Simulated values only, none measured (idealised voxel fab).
The following is a process module called voxel self aligned vias.
Xsec cut, 255 nm wide, square cell size 5 nm.
In this document a cross-section is written as a grid of square cells. It is given as a series of bands, listed from the top down, and a band is one or more rows of cells.
The entry gives the band's vertical extent as a top height and a bottom height in nm, then its horizontal make-up as materials from left to right, each with a width in nm. "air" stands for empty space; a single material marked "edge to edge" fills the band edge to edge.
Height datum 0, below which the as-received substrate wafer is one material. Lowest band open at the bottom, running downward: "z 0 and below".
The expression "30->40" gives the width at the extremes of the band, the first number at its top row of cells and the second at its bottom row, with the width changing by equal amounts from each row to the next in between.
Reading "nothing changed" for a step: not a cell of the cross-section changed in it.
Closed-off voids of 8+ cells (no open route to the top) go in "Sealed internal cavities", written width x height at distance from the left edge, in nm.
It should be noted that, on the line of a given step, the content following the step's settings is a remark produced by the simulator itself with respect to that step.
Among the settings permitted on a step's line is "overlay nm"; applied to a step with a mask, it specifies the extent to which the mask lay to the right of its planned position, whereas a negative figure signifies a position to the left.
For the reader: what remains of this document is a series of pairs, each showing a cross-section before one process step and a cross-section after that step which reaches down only to the lowest band that changed, with the step between them and its settings set out under the pair. It should not be assumed that a pair continues from the pair above it; the pairs can come from different runs of this module on the same starting wafer, and such continuity exists only where the entry headed "Before the step" says so.

Before the step:
z 45 to 20 = 50 lowk, then 25 air, then 40 lowk, then 25 air, then 40 lowk, then 25 air, then 50 lowk
z 20 to 15 = SiCN edge to edge
z 15 to 0 = SiO2 edge to edge
z 0 and below = Si edge to edge
Sealed internal cavities: none

After the Step:
z 50 to 45 = 55 TiN, then 15 air, then 50 TiN, then 15 air, then 50 TiN, then 15 air, then 55 TiN
z 45 to 25 = 50 lowk, then 5 TiN, then 15 air, then 5 TiN, then 40 lowk, then 5 TiN, then 15 air, then 5 TiN, then 40 lowk, then 5 TiN, then 15 air, then 5 TiN, then 50 lowk
z 25 to 20 = 50 lowk, then 25 TiN, then 40 lowk, then 25 TiN, then 40 lowk, then 25 TiN, then 50 lowk
Unchanged below 20.
Sealed internal cavities: none
Relating the two cross-sections above, the step in between is CONFORMAL_DEP | material TiN | thk nm 5

Before the step: per the after cross-section of the pair just above.

After the Step:
z 60 to 50 = W edge to edge
z 50 to 45 = 55 TiN, then 15 W, then 50 TiN, then 15 W, then 50 TiN, then 15 W, then 55 TiN
z 45 to 25 = 50 lowk, then 5 TiN, then 15 W, then 5 TiN, then 40 lowk, then 5 TiN, then 15 W, then 5 TiN, then 40 lowk, then 5 TiN, then 15 W, then 5 TiN, then 50 lowk
Unchanged below 25.
Sealed internal cavities: none
Relating the two cross-sections above, the step in between is FILL_DEP | material W | thk nm 10

Before the step: per the after cross-section of the pair just above.

After the Step:
z 40 to 25 = 50 lowk, then 5 TiN, then 15 W, then 5 TiN, then 40 lowk, then 5 TiN, then 15 W, then 5 TiN, then 40 lowk, then 5 TiN, then 15 W, then 5 TiN, then 50 lowk
Unchanged below 25.
Sealed internal cavities: none
Relating the two cross-sections above, the step in between is CMP | height nm 40

Before the step: per the after cross-section of the pair just above.

After the Step:
z 40 to 35 = 50 lowk, then 25 air, then 40 lowk, then 25 air, then 40 lowk, then 25 air, then 50 lowk
Unchanged below 35.
Sealed internal cavities: none
Relating the two cross-sections above, the step in between is SELECTIVE_ETCH | etch materials W Ru TiN | depth nm 5

Before the step: per the after cross-section of the pair just above.

After the Step:
z 45 to 40 = SiN edge to edge
z 40 to 35 = 50 lowk, then 25 SiN, then 40 lowk, then 25 SiN, then 40 lowk, then 25 SiN, then 50 lowk
Unchanged below 35.
Sealed internal cavities: none
Relating the two cross-sections above, the step in between is FILL_DEP | material SiN | thk nm 5

Before the step: per the after cross-section of the pair just above.

After the Step:
z 40 to 35 = 50 lowk, then 25 SiN, then 40 lowk, then 25 SiN, then 40 lowk, then 25 SiN, then 50 lowk
Unchanged below 35.
Sealed internal cavities: none
Relating the two cross-sections above, the step in between is CMP | height nm 40

Before the step: per the after cross-section of the pair just above.

After the Step:
z 55 to 40 = lowk edge to edge
Unchanged below 40.
Sealed internal cavities: none
Relating the two cross-sections above, the step in between is DIRECTIONAL_DEP | material lowk | thk nm 15

Before the step: per the after cross-section of the pair just above.

After the Step:
z 55 to 40 = 40 lowk, then 45 air, then 85 lowk, then 45 air, then 40 lowk
Unchanged below 40.
Sealed internal cavities: none
Relating the two cross-sections above, the step in between is MASKED_ETCH | tone open | mask id VIAS | width nm 45 | pitch nm 130 | etch materials lowk | depth nm 15 | overlay nm 0

Before the step: per the after cross-section of the pair just above.

After the Step:
z 55 to 40 = 40 lowk, then 45 air, then 85 lowk, then 45 air, then 40 lowk
z 40 to 35 = 50 lowk, then 25 air, then 40 lowk, then 25 SiN, then 40 lowk, then 25 air, then 50 lowk
Unchanged below 35.
Sealed internal cavities: none
Relating the two cross-sections above, the step in between is MASKED_ETCH | tone open | mask id VIAS | width nm 45 | pitch nm 130 | etch materials SiN | depth nm 5 | overlay nm 0

Before the step: per the after cross-section of the pair just above.

After the Step:
z 60 to 55 = 45 TiN, then 35 air, then 95 TiN, then 35 air, then 45 TiN
z 55 to 45 = 40 lowk, then 5 TiN, then 35 air, then 5 TiN, then 85 lowk, then 5 TiN, then 35 air, then 5 TiN, then 40 lowk
z 45 to 40 = 40 lowk, then 15 TiN, then 15 air, then 15 TiN, then 85 lowk, then 15 TiN, then 15 air, then 15 TiN, then 40 lowk
z 40 to 35 = 50 lowk, then 25 TiN, then 40 lowk, then 25 SiN, then 40 lowk, then 25 TiN, then 50 lowk
Unchanged below 35.
Sealed internal cavities: none
Relating the two cross-sections above, the step in between is CONFORMAL_DEP | material TiN | thk nm 5

Before the step: per the after cross-section of the pair just above.

After the Step:
z 65 to 60 = Ru edge to edge
z 60 to 55 = 45 TiN, then 35 Ru, then 95 TiN, then 35 Ru, then 45 TiN
z 55 to 45 = 40 lowk, then 5 TiN, then 35 Ru, then 5 TiN, then 85 lowk, then 5 TiN, then 35 Ru, then 5 TiN, then 40 lowk
z 45 to 40 = 40 lowk, then 15 TiN, then 15 Ru, then 15 TiN, then 85 lowk, then 15 TiN, then 15 Ru, then 15 TiN, then 40 lowk
Unchanged below 40.
Sealed internal cavities: none
Relating the two cross-sections above, the step in between is FILL_DEP | material Ru | thk nm 5

Before the step: per the after cross-section of the pair just above.

After the Step:
z 55 to 45 = 40 lowk, then 5 TiN, then 35 Ru, then 5 TiN, then 85 lowk, then 5 TiN, then 35 Ru, then 5 TiN, then 40 lowk
Unchanged below 45.
Sealed internal cavities: none
Relating the two cross-sections above, the step in between is CMP | height nm 55

Before the step: per the after cross-section of the pair just above.

After the Step:
z 60 to 55 = SiN edge to edge
Unchanged below 55.
Sealed internal cavities: none
Relating the two cross-sections above, the step in between is CONFORMAL_DEP | material SiN | thk nm 5

Before the step:
z 55 to 40 = lowk edge to edge
z 40 to 35 = 50 lowk, then 25 SiN, then 40 lowk, then 25 SiN, then 40 lowk, then 25 SiN, then 50 lowk
z 35 to 20 = 50 lowk, then 5 TiN, then 15 W, then 5 TiN, then 40 lowk, then 5 TiN, then 15 W, then 5 TiN, then 40 lowk, then 5 TiN, then 15 W, then 5 TiN, then 50 lowk
z 20 to 15 = 50 lowk, then 25 TiN, then 40 lowk, then 25 TiN, then 40 lowk, then 25 TiN, then 50 lowk
z 15 to 10 = SiCN edge to edge
z 10 to 0 = SiO2 edge to edge
z 0 and below = Si edge to edge
Sealed internal cavities: none

After the Step:
z 55 to 40 = 45 lowk, then 40 air, then 90 lowk, then 40 air, then 40 lowk
Unchanged below 40.
Sealed internal cavities: none
Relating the two cross-sections above, the step in between is MASKED_ETCH | tone open | mask id VIAS | width nm 40 | pitch nm 130 | etch materials lowk | depth nm 15 | overlay nm 0

Before the step: per the after cross-section of the pair just above.

After the Step:
z 55 to 40 = 45 lowk, then 40 air, then 90 lowk, then 40 air, then 40 lowk
z 40 to 35 = 50 lowk, then 25 air, then 40 lowk, then 25 SiN, then 40 lowk, then 25 air, then 50 lowk
Unchanged below 35.
Sealed internal cavities: none
Relating the two cross-sections above, the step in between is MASKED_ETCH | tone open | mask id VIAS | width nm 45 | pitch nm 130 | etch materials SiN | depth nm 5 | overlay nm 0

Before the step: per the after cross-section of the pair just above.

After the Step:
z 60 to 55 = 50 TiN, then 30 air, then 100 TiN, then 30 air, then 45 TiN
z 55 to 45 = 45 lowk, then 5 TiN, then 30 air, then 5 TiN, then 90 lowk, then 5 TiN, then 30 air, then 5 TiN, then 40 lowk
z 45 to 40 = 45 lowk, then 10 TiN, then 15 air, then 15 TiN, then 90 lowk, then 10 TiN, then 15 air, then 15 TiN, then 40 lowk
z 40 to 35 = 50 lowk, then 25 TiN, then 40 lowk, then 25 SiN, then 40 lowk, then 25 TiN, then 50 lowk
Unchanged below 35.
Sealed internal cavities: none
Relating the two cross-sections above, the step in between is CONFORMAL_DEP | material TiN | thk nm 5

Before the step: per the after cross-section of the pair just above.

After the Step:
z 65 to 60 = Ru edge to edge
z 60 to 55 = 50 TiN, then 30 Ru, then 100 TiN, then 30 Ru, then 45 TiN
z 55 to 45 = 45 lowk, then 5 TiN, then 30 Ru, then 5 TiN, then 90 lowk, then 5 TiN, then 30 Ru, then 5 TiN, then 40 lowk
z 45 to 40 = 45 lowk, then 10 TiN, then 15 Ru, then 15 TiN, then 90 lowk, then 10 TiN, then 15 Ru, then 15 TiN, then 40 lowk
Unchanged below 40.
Sealed internal cavities: none
Relating the two cross-sections above, the step in between is FILL_DEP | material Ru | thk nm 5

Before the step: per the after cross-section of the pair just above.

After the Step:
z 55 to 45 = 45 lowk, then 5 TiN, then 30 Ru, then 5 TiN, then 90 lowk, then 5 TiN, then 30 Ru, then 5 TiN, then 40 lowk
Unchanged below 45.
Sealed internal cavities: none
Relating the two cross-sections above, the step in between is CMP | height nm 55

Before the step: per the after cross-section of the pair just above.

After the Step:
z 60 to 55 = SiN edge to edge
Unchanged below 55.
Sealed internal cavities: none
Relating the two cross-sections above, the step in between is CONFORMAL_DEP | material SiN | thk nm 5

Before the step:
z 55 to 40 = lowk edge to edge
z 40 to 35 = 50 lowk, then 25 SiN, then 40 lowk, then 25 SiN, then 40 lowk, then 25 SiN, then 50 lowk
z 35 to 20 = 50 lowk, then 5 TiN, then 15 W, then 5 TiN, then 40 lowk, then 5 TiN, then 15 W, then 5 TiN, then 40 lowk, then 5 TiN, then 15 W, then 5 TiN, then 50 lowk
z 20 to 15 = 50 lowk, then 25 TiN, then 40 lowk, then 25 TiN, then 40 lowk, then 25 TiN, then 50 lowk
z 15 to 10 = SiCN edge to edge
z 10 to 0 = SiO2 edge to edge
z 0 and below = Si edge to edge
Sealed internal cavities: none

After the Step:
z 55 to 40 = 30 lowk, then 45 air, then 85 lowk, then 45 air, then 50 lowk
Unchanged below 40.
Sealed internal cavities: none
Relating the two cross-sections above, the step in between is MASKED_ETCH | tone open | mask id VIAS | width nm 45 | pitch nm 130 | etch materials lowk | depth nm 15 | overlay nm -10

Before the step: per the after cross-section of the pair just above.

After the Step:
z 55 to 40 = 30 lowk, then 45 air, then 85 lowk, then 45 air, then 50 lowk
z 40 to 35 = 50 lowk, then 25 air, then 40 lowk, then 25 SiN, then 40 lowk, then 25 air, then 50 lowk
Unchanged below 35.
Sealed internal cavities: none
Relating the two cross-sections above, the step in between is MASKED_ETCH | tone open | mask id VIAS | width nm 45 | pitch nm 130 | etch materials SiN | depth nm 5 | overlay nm 0

Before the step: per the after cross-section of the pair just above.

After the Step:
z 60 to 55 = 35 TiN, then 35 air, then 95 TiN, then 35 air, then 55 TiN
z 55 to 45 = 30 lowk, then 5 TiN, then 35 air, then 5 TiN, then 85 lowk, then 5 TiN, then 35 air, then 5 TiN, then 50 lowk
z 45 to 40 = 30 lowk, then 25 TiN, then 15 air, then 5 TiN, then 85 lowk, then 25 TiN, then 15 air, then 5 TiN, then 50 lowk
z 40 to 35 = 50 lowk, then 25 TiN, then 40 lowk, then 25 SiN, then 40 lowk, then 25 TiN, then 50 lowk
Unchanged below 35.
Sealed internal cavities: none
Relating the two cross-sections above, the step in between is CONFORMAL_DEP | material TiN | thk nm 5

Before the step: per the after cross-section of the pair just above.

After the Step:
z 65 to 60 = Ru edge to edge
z 60 to 55 = 35 TiN, then 35 Ru, then 95 TiN, then 35 Ru, then 55 TiN
z 55 to 45 = 30 lowk, then 5 TiN, then 35 Ru, then 5 TiN, then 85 lowk, then 5 TiN, then 35 Ru, then 5 TiN, then 50 lowk
z 45 to 40 = 30 lowk, then 25 TiN, then 15 Ru, then 5 TiN, then 85 lowk, then 25 TiN, then 15 Ru, then 5 TiN, then 50 lowk
Unchanged below 40.
Sealed internal cavities: none
Relating the two cross-sections above, the step in between is FILL_DEP | material Ru | thk nm 5

Before the step: per the after cross-section of the pair just above.

After the Step:
z 55 to 45 = 30 lowk, then 5 TiN, then 35 Ru, then 5 TiN, then 85 lowk, then 5 TiN, then 35 Ru, then 5 TiN, then 50 lowk
Unchanged below 45.
Sealed internal cavities: none
Relating the two cross-sections above, the step in between is CMP | height nm 55

Before the step: per the after cross-section of the pair just above.

After the Step:
z 60 to 55 = SiN edge to edge
Unchanged below 55.
Sealed internal cavities: none
Relating the two cross-sections above, the step in between is CONFORMAL_DEP | material SiN | thk nm 5

Before the step:
z 55 to 40 = 40 lowk, then 45 air, then 85 lowk, then 45 air, then 40 lowk
z 40 to 35 = 50 lowk, then 25 air, then 40 lowk, then 25 SiN, then 40 lowk, then 25 air, then 50 lowk
z 35 to 20 = 50 lowk, then 5 TiN, then 15 W, then 5 TiN, then 40 lowk, then 5 TiN, then 15 W, then 5 TiN, then 40 lowk, then 5 TiN, then 15 W, then 5 TiN, then 50 lowk
z 20 to 15 = 50 lowk, then 25 TiN, then 40 lowk, then 25 TiN, then 40 lowk, then 25 TiN, then 50 lowk
z 15 to 10 = SiCN edge to edge
z 10 to 0 = SiO2 edge to edge
z 0 and below = Si edge to edge
Sealed internal cavities: none

After the Step:
z 60 to 55 = 45 SiO2, then 35 air, then 95 SiO2, then 35 air, then 45 SiO2
z 55 to 45 = 40 lowk, then 5 SiO2, then 35 air, then 5 SiO2, then 85 lowk, then 5 SiO2, then 35 air, then 5 SiO2, then 40 lowk
z 45 to 40 = 40 lowk, then 15 SiO2, then 15 air, then 15 SiO2, then 85 lowk, then 15 SiO2, then 15 air, then 15 SiO2, then 40 lowk
z 40 to 35 = 50 lowk, then 25 SiO2, then 40 lowk, then 25 SiN, then 40 lowk, then 25 SiO2, then 50 lowk
Unchanged below 35.
Sealed internal cavities: none
Relating the two cross-sections above, the step in between is CONFORMAL_DEP | material SiO2 | thk nm 5

Before the step: per the after cross-section of the pair just above.

After the Step:
z 65 to 60 = Ru edge to edge
z 60 to 55 = 45 SiO2, then 35 Ru, then 95 SiO2, then 35 Ru, then 45 SiO2
z 55 to 45 = 40 lowk, then 5 SiO2, then 35 Ru, then 5 SiO2, then 85 lowk, then 5 SiO2, then 35 Ru, then 5 SiO2, then 40 lowk
z 45 to 40 = 40 lowk, then 15 SiO2, then 15 Ru, then 15 SiO2, then 85 lowk, then 15 SiO2, then 15 Ru, then 15 SiO2, then 40 lowk
Unchanged below 40.
Sealed internal cavities: none
Relating the two cross-sections above, the step in between is FILL_DEP | material Ru | thk nm 5

Before the step: per the after cross-section of the pair just above.

After the Step:
z 55 to 45 = 40 lowk, then 5 SiO2, then 35 Ru, then 5 SiO2, then 85 lowk, then 5 SiO2, then 35 Ru, then 5 SiO2, then 40 lowk
Unchanged below 45.
Sealed internal cavities: none
Relating the two cross-sections above, the step in between is CMP | height nm 55

Before the step: per the after cross-section of the pair just above.

After the Step:
z 60 to 55 = SiN edge to edge
Unchanged below 55.
Sealed internal cavities: none
Relating the two cross-sections above, the step in between is CONFORMAL_DEP | material SiN | thk nm 5

Before the step:
z 50 to 40 = aC edge to edge
z 40 to 15 = lowk edge to edge
z 15 to 10 = SiCN edge to edge
z 10 to 0 = SiO2 edge to edge
z 0 and below = Si edge to edge
Sealed internal cavities: none

After the Step:
z 75 to 50 = 50 air, then 25 resist, then 40 air, then 25 resist, then 40 air, then 25 resist, then 50 air
Unchanged below 50.
Sealed internal cavities: none
Relating the two cross-sections above, the step in between is PATTERN | tone cover | mask id LINES | material resist | width nm 25 | pitch nm 65 | thk nm 25 | overlay nm 0

Before the step: per the after cross-section of the pair just above.

After the Step:
z 65 to 50 = 50 air, then 25 resist, then 40 air, then 25 resist, then 40 air, then 25 resist, then 50 air
z 50 to 40 = 50 air, then 25 aC, then 40 air, then 25 aC, then 40 air, then 25 aC, then 50 air
Unchanged below 40.
Sealed internal cavities: none
Relating the two cross-sections above, the step in between is DIRECTIONAL_ETCH | etch materials aC | depth nm 10

Before the step: per the after cross-section of the pair just above.

After the Step:
z 50 to 40 = 50 air, then 25 aC, then 40 air, then 25 aC, then 40 air, then 25 aC, then 50 air
Unchanged below 40.
Sealed internal cavities: none
Relating the two cross-sections above, the step in between is STRIP | etch materials resist

Before the step: per the after cross-section of the pair just above.

After the Step:
z 50 to 40 = 50 air, then 25 aC, then 40 air, then 25 aC, then 40 air, then 25 aC, then 50 air
z 40 to 15 = 50 air, then 25 lowk, then 40 air, then 25 lowk, then 40 air, then 25 lowk, then 50 air
Unchanged below 15.
Sealed internal cavities: none
Relating the two cross-sections above, the step in between is DIRECTIONAL_ETCH | etch materials lowk | depth nm 25

Before the step: per the after cross-section of the pair just above.

After the Step:
z 40 to 15 = 50 air, then 25 lowk, then 40 air, then 25 lowk, then 40 air, then 25 lowk, then 50 air
Unchanged below 15.
Sealed internal cavities: none
Relating the two cross-sections above, the step in between is STRIP | etch materials aC

Before the step: per the after cross-section of the pair just above.

After the Step:
z 45 to 40 = 45 air, then 35 TiN, then 30 air, then 35 TiN, then 30 air, then 35 TiN, then 45 air
z 40 to 20 = 45 air, then 5 TiN, then 25 lowk, then 5 TiN, then 30 air, then 5 TiN, then 25 lowk, then 5 TiN, then 30 air, then 5 TiN, then 25 lowk, then 5 TiN, then 45 air
z 20 to 15 = 50 TiN, then 25 lowk, then 40 TiN, then 25 lowk, then 40 TiN, then 25 lowk, then 50 TiN
Unchanged below 15.
Sealed internal cavities: none
Relating the two cross-sections above, the step in between is CONFORMAL_DEP | material TiN | thk nm 5

Before the step: per the after cross-section of the pair just above.

After the Step:
z 55 to 45 = W edge to edge
z 45 to 40 = 45 W, then 35 TiN, then 30 W, then 35 TiN, then 30 W, then 35 TiN, then 45 W
z 40 to 20 = 45 W, then 5 TiN, then 25 lowk, then 5 TiN, then 30 W, then 5 TiN, then 25 lowk, then 5 TiN, then 30 W, then 5 TiN, then 25 lowk, then 5 TiN, then 45 W
Unchanged below 20.
Sealed internal cavities: none
Relating the two cross-sections above, the step in between is FILL_DEP | material W | thk nm 10

Before the step: per the after cross-section of the pair just above.

After the Step:
z 40 to 20 = 45 W, then 5 TiN, then 25 lowk, then 5 TiN, then 30 W, then 5 TiN, then 25 lowk, then 5 TiN, then 30 W, then 5 TiN, then 25 lowk, then 5 TiN, then 45 W
Unchanged below 20.
Sealed internal cavities: none
Relating the two cross-sections above, the step in between is CMP | height nm 40

Before the step: per the after cross-section of the pair just above.

After the Step:
z 40 to 35 = 50 air, then 25 lowk, then 40 air, then 25 lowk, then 40 air, then 25 lowk, then 50 air
Unchanged below 35.
Sealed internal cavities: none
Relating the two cross-sections above, the step in between is SELECTIVE_ETCH | etch materials W Ru TiN | depth nm 5

Before the step: per the after cross-section of the pair just above.

After the Step:
z 45 to 40 = SiN edge to edge
z 40 to 35 = 50 SiN, then 25 lowk, then 40 SiN, then 25 lowk, then 40 SiN, then 25 lowk, then 50 SiN
Unchanged below 35.
Sealed internal cavities: none
Relating the two cross-sections above, the step in between is FILL_DEP | material SiN | thk nm 5

Before the step: per the after cross-section of the pair just above.

After the Step:
z 40 to 35 = 50 SiN, then 25 lowk, then 40 SiN, then 25 lowk, then 40 SiN, then 25 lowk, then 50 SiN
Unchanged below 35.
Sealed internal cavities: none
Relating the two cross-sections above, the step in between is CMP | height nm 40

Before the step: per the after cross-section of the pair just above.

After the Step:
z 55 to 40 = lowk edge to edge
Unchanged below 40.
Sealed internal cavities: none
Relating the two cross-sections above, the step in between is DIRECTIONAL_DEP | material lowk | thk nm 15

Before the step: per the after cross-section of the pair just above.

After the Step:
z 55 to 40 = 40 lowk, then 45 air, then 85 lowk, then 45 air, then 40 lowk
Unchanged below 40.
Sealed internal cavities: none
Relating the two cross-sections above, the step in between is MASKED_ETCH | tone open | mask id VIAS | width nm 45 | pitch nm 130 | etch materials lowk | depth nm 15 | overlay nm 0

Before the step: per the after cross-section of the pair just above.

After the Step:
z 55 to 40 = 40 lowk, then 45 air, then 85 lowk, then 45 air, then 40 lowk
z 40 to 35 = 40 SiN, then 10 air, then 25 lowk, then 10 air, then 30 SiN, then 25 lowk, then 30 SiN, then 10 air, then 25 lowk, then 10 air, then 40 SiN
Unchanged below 35.
Sealed internal cavities: none
Relating the two cross-sections above, the step in between is MASKED_ETCH | tone open | mask id VIAS | width nm 45 | pitch nm 130 | etch materials SiN | depth nm 5 | overlay nm 0

Before the step: per the after cross-section of the pair just above.

After the Step:
z 60 to 55 = 45 TiN, then 35 air, then 95 TiN, then 35 air, then 45 TiN
z 55 to 45 = 40 lowk, then 5 TiN, then 35 air, then 5 TiN, then 85 lowk, then 5 TiN, then 35 air, then 5 TiN, then 40 lowk
z 45 to 40 = 40 lowk, then 45 TiN, then 85 lowk, then 45 TiN, then 40 lowk
z 40 to 35 = 40 SiN, then 10 TiN, then 25 lowk, then 10 TiN, then 30 SiN, then 25 lowk, then 30 SiN, then 10 TiN, then 25 lowk, then 10 TiN, then 40 SiN
Unchanged below 35.
Sealed internal cavities: none
Relating the two cross-sections above, the step in between is CONFORMAL_DEP | material TiN | thk nm 5

Before the step: per the after cross-section of the pair just above.

After the Step:
z 65 to 60 = Ru edge to edge
z 60 to 55 = 45 TiN, then 35 Ru, then 95 TiN, then 35 Ru, then 45 TiN
z 55 to 45 = 40 lowk, then 5 TiN, then 35 Ru, then 5 TiN, then 85 lowk, then 5 TiN, then 35 Ru, then 5 TiN, then 40 lowk
Unchanged below 45.
Sealed internal cavities: none
Relating the two cross-sections above, the step in between is FILL_DEP | material Ru | thk nm 5

Before the step: per the after cross-section of the pair just above.

After the Step:
z 55 to 45 = 40 lowk, then 5 TiN, then 35 Ru, then 5 TiN, then 85 lowk, then 5 TiN, then 35 Ru, then 5 TiN, then 40 lowk
Unchanged below 45.
Sealed internal cavities: none
Relating the two cross-sections above, the step in between is CMP | height nm 55

Before the step: per the after cross-section of the pair just above.

After the Step:
z 60 to 55 = SiN edge to edge
Unchanged below 55.
Sealed internal cavities: none
Relating the two cross-sections above, the step in between is CONFORMAL_DEP | material SiN | thk nm 5
